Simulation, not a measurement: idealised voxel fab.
Herein follows the process module entitled voxel air gaps.
Cross-section cut spans 155 nm and uses square cells 5 nm in size.
Format of a cross-section: grid, square cells. Given as bands. Order: top down. Band: one or more rows of cells.
Top height, bottom height, nm. Materials left to right, width each, nm. Single material + "everywhere" = fills band edge to edge. "blank" = empty.
Basically, 0 is our baseline, since under it the wafer straight out of the box is all one material. The bottom band has no lower end and keeps on going down, so it looks like "0 nm and below".
Graded width ("30..40"): value in top row of band = first number; value in bottom row = second number; row-to-row change constant.
The designation "everything unchanged", where it is given for a processing step, indicates that no cell of the cross-section was altered in the course of that step.
Entry "Unvented cavities". Content: empty spaces with no open connection to the top, size 8 cells or greater. Each: width x height at distance. Distance: from left edge. Unit: nm.
Post-settings text on a step line: simulator's own remark regarding the step.
A step line may carry the setting "overlay nm", which, for steps involving a mask, states the distance by which the mask lay to the right of its intended position; negative values denote displacement to the left.

Process steps (planned)
1,op RECEIVE | material Si
2,op CONFORMAL_DEP | material SiO2 | thk nm 15
3,op CONFORMAL_DEP | material SiCN | thk nm 5
4,op DIRECTIONAL_DEP | material lowk | thk nm 40
5,op PATTERN | tone open | mask id LINES | material resist | width nm 15 | pitch nm 40 | thk nm 20 | overlay nm 0
6,op DIRECTIONAL_ETCH | etch materials lowk | depth nm 40
7,op STRIP | etch materials resist
8,op CONFORMAL_DEP | material TiN | thk nm 5
9,op FILL_DEP | material W | thk nm 10
10,op CMP | height nm 60
11,op EPI | material Ru | thk nm 10
12,op SELECTIVE_ETCH | etch materials lowk | depth nm 50
13,op CONFORMAL_DEP | material SiCN | thk nm 5

The cross-section here shows the wafer as received, i.e. in its state after step 1
- 0 nm and below  Si everywhere
- Unvented cavities: none

Cross-section at module end, one run error; start and plan unchanged from above
- 70 nm to 60 nm  20 of blank / 35 of Ru / 5 of blank / 35 of Ru / 5 of blank / 35 of Ru / 20 of blank
- 60 nm to 25 nm  30 of blank / 5 of TiN / 5 of W / 5 of TiN / 25 of blank / 5 of TiN / 5 of W / 5 of TiN / 25 of blank / 5 of TiN / 5 of W / 5 of TiN / 30 of blank
- 25 nm to 20 nm  30 of blank / 15 of TiN / 25 of blank / 15 of TiN / 25 of blank / 15 of TiN / 30 of blank
- 20 nm to 15 nm  SiCN everywhere
- 15 nm to 0 nm  SiO2 everywhere
- 0 nm and below  Si everywhere
- Unvented cavities: none
Finding, execution versus plan: skipped: plan step 13 (never run)
